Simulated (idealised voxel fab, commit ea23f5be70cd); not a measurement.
Process module heading - voxel gate over fins
Cross-section cut spans 240 nm and uses square cells 5 nm in size.
Cross-section, as written here: a square-cell grid given band by band from the top down, where a band holds one or more rows of cells. Per band: top height and bottom height in nm, followed by the left-to-right materials and their widths in nm; "throughout" marks a single material spanning edge to edge, "air" marks empty space. Heights are expressed relative to 0, this being the level below which the as-received wafer comprises one material exclusively. The lowest band is unbounded in the downward direction and is denoted as in "from 0 down". Quick explanation for "30 to 40": the width changes in equal steps down the rows of cells, from the first number in the band's top row to the second number in its bottom row. Take "no change" at face value: in the step it is given for, the cross-section changed in none of its cells. The entry titled "Sealed internal voids" provides the empty spaces that have no open way to the top, restricted to those of 8 cells or more. Each is presented as width x height at distance, the distance being measured from the left edge, with all three in nm. Post-settings text on a step line: simulator's own remark regarding the step. overlay nm: right-of-plan distance of the mask on a masked step; negative values mean left-of-plan.

# Planned process steps
1 RECEIVE | material Si
2 CONFORMAL_DEP | material SiN | thk nm 10
3 PATTERN | tone cover | mask id FINS | material resist | width nm 15 | pitch nm 60 | thk nm 20 | overlay nm 0
4 DIRECTIONAL_ETCH | etch materials SiN | depth nm 10
5 DIRECTIONAL_ETCH | etch materials Si | depth nm 40
6 STRIP | etch materials resist
7 OXIDIZE | depth nm 5
8 FILL_DEP | material SiO2 | thk nm 15
9 CMP | height nm 10
10 PATTERN | tone open | mask id RAIL | material resist | width nm 15 | thk nm 15 | overlay nm 0
11 DIRECTIONAL_ETCH | etch materials SiO2 | depth nm 45
12 STRIP | etch materials resist
13 CONFORMAL_DEP | material TiN | thk nm 5
14 FILL_DEP | material Ru | thk nm 10
15 CMP | height nm 10
16 SELECTIVE_ETCH | etch materials W Ru TiN | depth nm 30
17 FILL_DEP | material SiO2 | thk nm 5
18 CMP | height nm 10
19 SELECTIVE_ETCH | etch materials SiO2 | depth nm 20
20 STRIP | etch materials SiN
21 CONFORMAL_DEP | material HfO2 | thk nm 5
22 CONFORMAL_DEP | material TiN | thk nm 5
23 CONFORMAL_DEP | material TiAl | thk nm 5
24 CONFORMAL_DEP | material TiN | thk nm 5
25 FILL_DEP | material W | thk nm 15
26 CMP | height nm 30
27 CONFORMAL_DEP | material SiN | thk nm 5

# First out of two wafers; run went to plan

# Cross-section, incoming material, after step 1
* from 0 down | Si throughout
* Sealed internal voids: none

# The wafer, seen in cross-section, after step 2
* from 10 to 0 | SiN throughout
* Below 0 it's all the same as before, nothing changed down there.

# The wafer, seen in cross-section, after step 3
* from 30 to 10 | air: 50 / resist: 15 / air: 45 / resist: 15 / air: 45 / resist: 15 / air: 55
* Below 10 it's all the same as before, nothing changed down there.

# The wafer, seen in cross-section, after step 4
* from 30 to 10 | air: 50 / resist: 15 / air: 45 / resist: 15 / air: 45 / resist: 15 / air: 55
* from 10 to 0 | air: 50 / SiN: 15 / air: 45 / SiN: 15 / air: 45 / SiN: 15 / air: 55
* Below 0 it's all the same as before, nothing changed down there.

# The wafer, seen in cross-section, after step 5
* from 30 to 10 | air: 50 / resist: 15 / air: 45 / resist: 15 / air: 45 / resist: 15 / air: 55
* from 10 to 0 | air: 50 / SiN: 15 / air: 45 / SiN: 15 / air: 45 / SiN: 15 / air: 55
* from 0 to -40 | air: 50 / Si: 15 / air: 45 / Si: 15 / air: 45 / Si: 15 / air: 55
* Below -40 it's all the same as before, nothing changed down there.

# The wafer, seen in cross-section, after step 6
* from 10 to 0 | air: 50 / SiN: 15 / air: 45 / SiN: 15 / air: 45 / SiN: 15 / air: 55
* Below 0 it's all the same as before, nothing changed down there.

# The wafer, seen in cross-section, after step 7
* from 10 to 0 | air: 50 / SiN: 15 / air: 45 / SiN: 15 / air: 45 / SiN: 15 / air: 55
* from 0 to -40 | air: 50 / SiO2: 5 / Si: 5 / SiO2: 5 / air: 45 / SiO2: 5 / Si: 5 / SiO2: 5 / air: 45 / SiO2: 5 / Si: 5 / SiO2: 5 / air: 55
* from -40 to -45 | SiO2: 55 / Si: 5 / SiO2: 55 / Si: 5 / SiO2: 55 / Si: 5 / SiO2: 60
* Below -45 it's all the same as before, nothing changed down there.

# The wafer, seen in cross-section, after step 8
* from 25 to 10 | SiO2 throughout
* from 10 to 0 | SiO2: 50 / SiN: 15 / SiO2: 45 / SiN: 15 / SiO2: 45 / SiN: 15 / SiO2: 55
* from 0 to -45 | SiO2: 55 / Si: 5 / SiO2: 55 / Si: 5 / SiO2: 55 / Si: 5 / SiO2: 60
* Below -45 it's all the same as before, nothing changed down there.

# The wafer, seen in cross-section, after step 9
* from 10 to 0 | SiO2: 50 / SiN: 15 / SiO2: 45 / SiN: 15 / SiO2: 45 / SiN: 15 / SiO2: 55
* Below 0 it's all the same as before, nothing changed down there.

# The wafer, seen in cross-section, after step 10
* from 25 to 10 | resist: 80 / air: 15 / resist: 145
* Below 10 it's all the same as before, nothing changed down there.

# The wafer, seen in cross-section, after step 11
* from 25 to 10 | resist: 80 / air: 15 / resist: 145
* from 10 to 0 | SiO2: 50 / SiN: 15 / SiO2: 15 / air: 15 / SiO2: 15 / SiN: 15 / SiO2: 45 / SiN: 15 / SiO2: 55
* from 0 to -35 | SiO2: 55 / Si: 5 / SiO2: 20 / air: 15 / SiO2: 20 / Si: 5 / SiO2: 55 / Si: 5 / SiO2: 60
* Below -35 it's all the same as before, nothing changed down there.

# The wafer, seen in cross-section, after step 12
* from 10 to 0 | SiO2: 50 / SiN: 15 / SiO2: 15 / air: 15 / SiO2: 15 / SiN: 15 / SiO2: 45 / SiN: 15 / SiO2: 55
* Below 0 it's all the same as before, nothing changed down there.

# The wafer, seen in cross-section, after step 13
* from 15 to 10 | TiN: 85 / air: 5 / TiN: 150
* from 10 to 0 | SiO2: 50 / SiN: 15 / SiO2: 15 / TiN: 5 / air: 5 / TiN: 5 / SiO2: 15 / SiN: 15 / SiO2: 45 / SiN: 15 / SiO2: 55
* from 0 to -30 | SiO2: 55 / Si: 5 / SiO2: 20 / TiN: 5 / air: 5 / TiN: 5 / SiO2: 20 / Si: 5 / SiO2: 55 / Si: 5 / SiO2: 60
* from -30 to -35 | SiO2: 55 / Si: 5 / SiO2: 20 / TiN: 15 / SiO2: 20 / Si: 5 / SiO2: 55 / Si: 5 / SiO2: 60
* Below -35 it's all the same as before, nothing changed down there.

# The wafer, seen in cross-section, after step 14
* from 25 to 15 | Ru throughout
* from 15 to 10 | TiN: 85 / Ru: 5 / TiN: 150
* from 10 to 0 | SiO2: 50 / SiN: 15 / SiO2: 15 / TiN: 5 / Ru: 5 / TiN: 5 / SiO2: 15 / SiN: 15 / SiO2: 45 / SiN: 15 / SiO2: 55
* from 0 to -30 | SiO2: 55 / Si: 5 / SiO2: 20 / TiN: 5 / Ru: 5 / TiN: 5 / SiO2: 20 / Si: 5 / SiO2: 55 / Si: 5 / SiO2: 60
* Below -30 it's all the same as before, nothing changed down there.

# The wafer, seen in cross-section, after step 15
* from 10 to 0 | SiO2: 50 / SiN: 15 / SiO2: 15 / TiN: 5 / Ru: 5 / TiN: 5 / SiO2: 15 / SiN: 15 / SiO2: 45 / SiN: 15 / SiO2: 55
* Below 0 it's all the same as before, nothing changed down there.

# The wafer, seen in cross-section, after step 16
* from 10 to 0 | SiO2: 50 / SiN: 15 / SiO2: 15 / air: 15 / SiO2: 15 / SiN: 15 / SiO2: 45 / SiN: 15 / SiO2: 55
* from 0 to -20 | SiO2: 55 / Si: 5 / SiO2: 20 / air: 15 / SiO2: 20 / Si: 5 / SiO2: 55 / Si: 5 / SiO2: 60
* Below -20 it's all the same as before, nothing changed down there.

# The wafer, seen in cross-section, after step 17
* from 15 to 10 | SiO2 throughout
* from 10 to 0 | SiO2: 50 / SiN: 15 / SiO2: 45 / SiN: 15 / SiO2: 45 / SiN: 15 / SiO2: 55
* from 0 to -20 | SiO2: 55 / Si: 5 / SiO2: 55 / Si: 5 / SiO2: 55 / Si: 5 / SiO2: 60
* Below -20 it's all the same as before, nothing changed down there.

# The wafer, seen in cross-section, after step 18
* from 10 to 0 | SiO2: 50 / SiN: 15 / SiO2: 45 / SiN: 15 / SiO2: 45 / SiN: 15 / SiO2: 55
* Below 0 it's all the same as before, nothing changed down there.

# The wafer, seen in cross-section, after step 19
* from 10 to 0 | air: 50 / SiN: 15 / air: 45 / SiN: 15 / air: 45 / SiN: 15 / air: 55
* from 0 to -10 | air: 55 / Si: 5 / air: 55 / Si: 5 / air: 55 / Si: 5 / air: 60
* Below -10 it's all the same as before, nothing changed down there.

# The wafer, seen in cross-section, after step 20
* from 0 to -10 | air: 55 / Si: 5 / air: 55 / Si: 5 / air: 55 / Si: 5 / air: 60
* Below -10 it's all the same as before, nothing changed down there.

# The wafer, seen in cross-section, after step 21
* from 5 to 0 | air: 50 / HfO2: 15 / air: 45 / HfO2: 15 / air: 45 / HfO2: 15 / air: 55
* from 0 to -5 | air: 50 / HfO2: 5 / Si: 5 / HfO2: 5 / air: 45 / HfO2: 5 / Si: 5 / HfO2: 5 / air: 45 / HfO2: 5 / Si: 5 / HfO2: 5 / air: 55
* from -5 to -10 | HfO2: 55 / Si: 5 / HfO2: 55 / Si: 5 / HfO2: 55 / Si: 5 / HfO2: 60
* Below -10 it's all the same as before, nothing changed down there.

# The wafer, seen in cross-section, after step 22
* from 10 to 5 | air: 45 / TiN: 25 / air: 35 / TiN: 25 / air: 35 / TiN: 25 / air: 50
* from 5 to 0 | air: 45 / TiN: 5 / HfO2: 15 / TiN: 5 / air: 35 / TiN: 5 / HfO2: 15 / TiN: 5 / air: 35 / TiN: 5 / HfO2: 15 / TiN: 5 / air: 50
* from 0 to -5 | TiN: 50 / HfO2: 5 / Si: 5 / HfO2: 5 / TiN: 45 / HfO2: 5 / Si: 5 / HfO2: 5 / TiN: 45 / HfO2: 5 / Si: 5 / HfO2: 5 / TiN: 55
* Below -5 it's all the same as before, nothing changed down there.

# The wafer, seen in cross-section, after step 23
* from 15 to 10 | air: 40 / TiAl: 35 / air: 25 / TiAl: 35 / air: 25 / TiAl: 35 / air: 45
* from 10 to 5 | air: 40 / TiAl: 5 / TiN: 25 / TiAl: 5 / air: 25 / TiAl: 5 / TiN: 25 / TiAl: 5 / air: 25 / TiAl: 5 / TiN: 25 / TiAl: 5 / air: 45
* from 5 to 0 | TiAl: 45 / TiN: 5 / HfO2: 15 / TiN: 5 / TiAl: 35 / TiN: 5 / HfO2: 15 / TiN: 5 / TiAl: 35 / TiN: 5 / HfO2: 15 / TiN: 5 / TiAl: 50
* Below 0 it's all the same as before, nothing changed down there.

# The wafer, seen in cross-section, after step 24
* from 20 to 15 | air: 35 / TiN: 45 / air: 15 / TiN: 45 / air: 15 / TiN: 45 / air: 40
* from 15 to 10 | air: 35 / TiN: 5 / TiAl: 35 / TiN: 5 / air: 15 / TiN: 5 / TiAl: 35 / TiN: 5 / air: 15 / TiN: 5 / TiAl: 35 / TiN: 5 / air: 40
* from 10 to 5 | TiN: 40 / TiAl: 5 / TiN: 25 / TiAl: 5 / TiN: 25 / TiAl: 5 / TiN: 25 / TiAl: 5 / TiN: 25 / TiAl: 5 / TiN: 25 / TiAl: 5 / TiN: 45
* Below 5 it's all the same as before, nothing changed down there.

# The wafer, seen in cross-section, after step 25
* from 35 to 20 | W throughout
* from 20 to 15 | W: 35 / TiN: 45 / W: 15 / TiN: 45 / W: 15 / TiN: 45 / W: 40
* from 15 to 10 | W: 35 / TiN: 5 / TiAl: 35 / TiN: 5 / W: 15 / TiN: 5 / TiAl: 35 / TiN: 5 / W: 15 / TiN: 5 / TiAl: 35 / TiN: 5 / W: 40
* Below 10 it's all the same as before, nothing changed down there.

# The wafer, seen in cross-section, after step 26
* from 30 to 20 | W throughout
* Below 20 it's all the same as before, nothing changed down there.

# The wafer, seen in cross-section, after step 27
* from 35 to 30 | SiN throughout
* Below 30 it's all the same as before, nothing changed down there.

# Wafer two of the pair: same origin, same plan, one error during the run; identical to wafer one up to and including step 12

# when step 13 should have ended
* from 15 to 10 | SiO2: 85 / air: 5 / SiO2: 150
* from 10 to 0 | SiO2: 50 / SiN: 15 / SiO2: 20 / air: 5 / SiO2: 20 / SiN: 15 / SiO2: 45 / SiN: 15 / SiO2: 55
* from 0 to -30 | SiO2: 55 / Si: 5 / SiO2: 25 / air: 5 / SiO2: 25 / Si: 5 / SiO2: 55 / Si: 5 / SiO2: 60
* from -30 to -45 | SiO2: 55 / Si: 5 / SiO2: 55 / Si: 5 / SiO2: 55 / Si: 5 / SiO2: 60
* Below -45 it's all the same as before, nothing changed down there.

# when step 14 should have ended
* from 25 to 15 | Ru throughout
* from 15 to 10 | SiO2: 85 / Ru: 5 / SiO2: 150
* from 10 to 0 | SiO2: 50 / SiN: 15 / SiO2: 20 / Ru: 5 / SiO2: 20 / SiN: 15 / SiO2: 45 / SiN: 15 / SiO2: 55
* from 0 to -30 | SiO2: 55 / Si: 5 / SiO2: 25 / Ru: 5 / SiO2: 25 / Si: 5 / SiO2: 55 / Si: 5 / SiO2: 60
* Below -30 it's all the same as before, nothing changed down there.

# when step 15 should have ended
* from 10 to 0 | SiO2: 50 / SiN: 15 / SiO2: 20 / Ru: 5 / SiO2: 20 / SiN: 15 / SiO2: 45 / SiN: 15 / SiO2: 55
* Below 0 it's all the same as before, nothing changed down there.

# when step 16 should have ended
* from 10 to 0 | SiO2: 50 / SiN: 15 / SiO2: 20 / air: 5 / SiO2: 20 / SiN: 15 / SiO2: 45 / SiN: 15 / SiO2: 55
* from 0 to -20 | SiO2: 55 / Si: 5 / SiO2: 25 / air: 5 / SiO2: 25 / Si: 5 / SiO2: 55 / Si: 5 / SiO2: 60
* Below -20 it's all the same as before, nothing changed down there.

# when step 17 should have ended
* from 15 to 10 | SiO2 throughout
* from 10 to 0 | SiO2: 50 / SiN: 15 / SiO2: 45 / SiN: 15 / SiO2: 45 / SiN: 15 / SiO2: 55
* from 0 to -20 | SiO2: 55 / Si: 5 / SiO2: 55 / Si: 5 / SiO2: 55 / Si: 5 / SiO2: 60
* Below -20 it's all the same as before, nothing changed down there.

# when step 18 should have ended
* from 10 to 0 | SiO2: 50 / SiN: 15 / SiO2: 45 / SiN: 15 / SiO2: 45 / SiN: 15 / SiO2: 55
* Below 0 it's all the same as before, nothing changed down there.

# when step 19 should have ended
* from 10 to 0 | air: 50 / SiN: 15 / air: 45 / SiN: 15 / air: 45 / SiN: 15 / air: 55
* from 0 to -10 | air: 55 / Si: 5 / air: 55 / Si: 5 / air: 55 / Si: 5 / air: 60
* Below -10 it's all the same as before, nothing changed down there.

# when step 20 should have ended
* from 0 to -10 | air: 55 / Si: 5 / air: 55 / Si: 5 / air: 55 / Si: 5 / air: 60
* Below -10 it's all the same as before, nothing changed down there.

# when step 21 should have ended
* from 5 to 0 | air: 50 / HfO2: 15 / air: 45 / HfO2: 15 / air: 45 / HfO2: 15 / air: 55
* from 0 to -5 | air: 50 / HfO2: 5 / Si: 5 / HfO2: 5 / air: 45 / HfO2: 5 / Si: 5 / HfO2: 5 / air: 45 / HfO2: 5 / Si: 5 / HfO2: 5 / air: 55
* from -5 to -10 | HfO2: 55 / Si: 5 / HfO2: 55 / Si: 5 / HfO2: 55 / Si: 5 / HfO2: 60
* Below -10 it's all the same as before, nothing changed down there.

# when step 22 should have ended
* from 10 to 5 | air: 45 / TiN: 25 / air: 35 / TiN: 25 / air: 35 / TiN: 25 / air: 50
* from 5 to 0 | air: 45 / TiN: 5 / HfO2: 15 / TiN: 5 / air: 35 / TiN: 5 / HfO2: 15 / TiN: 5 / air: 35 / TiN: 5 / HfO2: 15 / TiN: 5 / air: 50
* from 0 to -5 | TiN: 50 / HfO2: 5 / Si: 5 / HfO2: 5 / TiN: 45 / HfO2: 5 / Si: 5 / HfO2: 5 / TiN: 45 / HfO2: 5 / Si: 5 / HfO2: 5 / TiN: 55
* Below -5 it's all the same as before, nothing changed down there.

# when step 23 should have ended
* from 15 to 10 | air: 40 / TiAl: 35 / air: 25 / TiAl: 35 / air: 25 / TiAl: 35 / air: 45
* from 10 to 5 | air: 40 / TiAl: 5 / TiN: 25 / TiAl: 5 / air: 25 / TiAl: 5 / TiN: 25 / TiAl: 5 / air: 25 / TiAl: 5 / TiN: 25 / TiAl: 5 / air: 45
* from 5 to 0 | TiAl: 45 / TiN: 5 / HfO2: 15 / TiN: 5 / TiAl: 35 / TiN: 5 / HfO2: 15 / TiN: 5 / TiAl: 35 / TiN: 5 / HfO2: 15 / TiN: 5 / TiAl: 50
* Below 0 it's all the same as before, nothing changed down there.

# when step 24 should have ended
* from 20 to 15 | air: 35 / TiN: 45 / air: 15 / TiN: 45 / air: 15 / TiN: 45 / air: 40
* from 15 to 10 | air: 35 / TiN: 5 / TiAl: 35 / TiN: 5 / air: 15 / TiN: 5 / TiAl: 35 / TiN: 5 / air: 15 / TiN: 5 / TiAl: 35 / TiN: 5 / air: 40
* from 10 to 5 | TiN: 40 / TiAl: 5 / TiN: 25 / TiAl: 5 / TiN: 25 / TiAl: 5 / TiN: 25 / TiAl: 5 / TiN: 25 / TiAl: 5 / TiN: 25 / TiAl: 5 / TiN: 45
* Below 5 it's all the same as before, nothing changed down there.

# when step 25 should have ended
* from 35 to 20 | W throughout
* from 20 to 15 | W: 35 / TiN: 45 / W: 15 / TiN: 45 / W: 15 / TiN: 45 / W: 40
* from 15 to 10 | W: 35 / TiN: 5 / TiAl: 35 / TiN: 5 / W: 15 / TiN: 5 / TiAl: 35 / TiN: 5 / W: 15 / TiN: 5 / TiAl: 35 / TiN: 5 / W: 40
* Below 10 it's all the same as before, nothing changed down there.

# when step 26 should have ended
* from 30 to 20 | W throughout
* Below 20 it's all the same as before, nothing changed down there.

# when step 27 should have ended
* from 35 to 30 | SiN throughout
* Below 30 it's all the same as before, nothing changed down there.
Here's what went sideways: step 13 did not use the planned setting and instead ran as CONFORMAL_DEP | material SiO2 | thk nm 5
The closing comparison, in cells, has the second wafer with more or fewer of some materials than the first: SiO2: 7 more | TiN: 7 fewer
